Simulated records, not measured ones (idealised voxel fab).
Process module heading - voxel quadruple lines
In the cross-section labelled cut, the width is 160 nm and each square cell is 5 nm.
A cross-section is a grid of square cells, given in bands from the top down. A band is one or more rows of cells.
Each band's line starts with the height of the band's top and of its bottom, in nm. Then come its materials from left to right, each with its width in nm. One material with "all across" fills the band from edge to edge. "blank" is empty space.
Heights are measured from 0, the level below which the as-received wafer is all one material; the lowest band has no bottom and continues downward, written as in "0 nm and below".
Top row gets the first number, bottom row gets the second, and each row in between changes by the same step: that is how a band width like "30 to 40" works.
"no change occurred" means the step left every cell of the cross-section as it was.
Entry "Closed void register" = empty spaces >= 8 cells with no open way to the top; each as width x height at distance, distance from left edge, all nm.
Whatever follows a step's settings on its line is a remark the simulator itself makes about that step.
Among the settings permitted on a step's line is "overlay nm"; applied to a step with a mask, it specifies the extent to which the mask lay to the right of its planned position, whereas a negative figure signifies a position to the left.

-- Intended process steps
step 1: RECEIVE: material Si
step 2: CONFORMAL_DEP: material Al2O3, thk nm 5
step 3: DIRECTIONAL_DEP: material W, thk nm 10
step 4: DIRECTIONAL_DEP: material polySi, thk nm 20
step 5: DIRECTIONAL_DEP: material aC, thk nm 20
step 6: PATTERN: tone cover, mask id MANDREL, material resist, width nm 20, pitch nm 60, thk nm 25, overlay nm 0
step 7: DIRECTIONAL_ETCH: etch materials aC, depth nm 20
step 8: STRIP: etch materials resist
step 9: CONFORMAL_DEP: material SiO2, thk nm 10
step 10: DIRECTIONAL_ETCH: etch materials SiO2, depth nm 10
step 11: STRIP: etch materials aC
step 12: DIRECTIONAL_ETCH: etch materials polySi, depth nm 20
step 13: STRIP: etch materials SiO2
step 14: CONFORMAL_DEP: material SiN, thk nm 5
step 15: DIRECTIONAL_ETCH: etch materials SiN, depth nm 5
step 16: STRIP: etch materials polySi
step 17: DIRECTIONAL_ETCH: etch materials W, depth nm 10
step 18: STRIP: etch materials SiN

-- As-received wafer cross-section (after step 1)
- 0 nm and below: Si all across
- Closed void register: none

-- Post-module cross-section of the first of two wafers (run per plan)
- 15 nm to 5 nm: blank 25 | W 5 | blank 10 | W 5 | blank 10 | W 5 | blank 10 | W 5 | blank 10 | W 5 | blank 10 | W 5 | blank 10 | W 5 | blank 10 | W 5 | blank 25
- 5 nm to 0 nm: Al2O3 all across
- 0 nm and below: Si all across
- Closed void register: none

-- Cross-sectional image of the second wafer of the two following completion of the module. Starting state and process plan were the same as for the first wafer; one execution error occurred
- 55 nm to 35 nm: Al2O3 all across
- 35 nm to 15 nm: polySi all across
- 15 nm to 5 nm: W all across
- 5 nm to 0 nm: Al2O3 all across
- 0 nm and below: Si all across
- Closed void register: none
So what did we get wrong on this run? step 5 changed vs plan, executed as DIRECTIONAL_DEP: material Al2O3, thk nm 20
Bottom line after processing is that, in cells, the second wafer is up or down on some materials versus the first: 128 more of Al2O3 | 48 more of W | 128 more of polySi
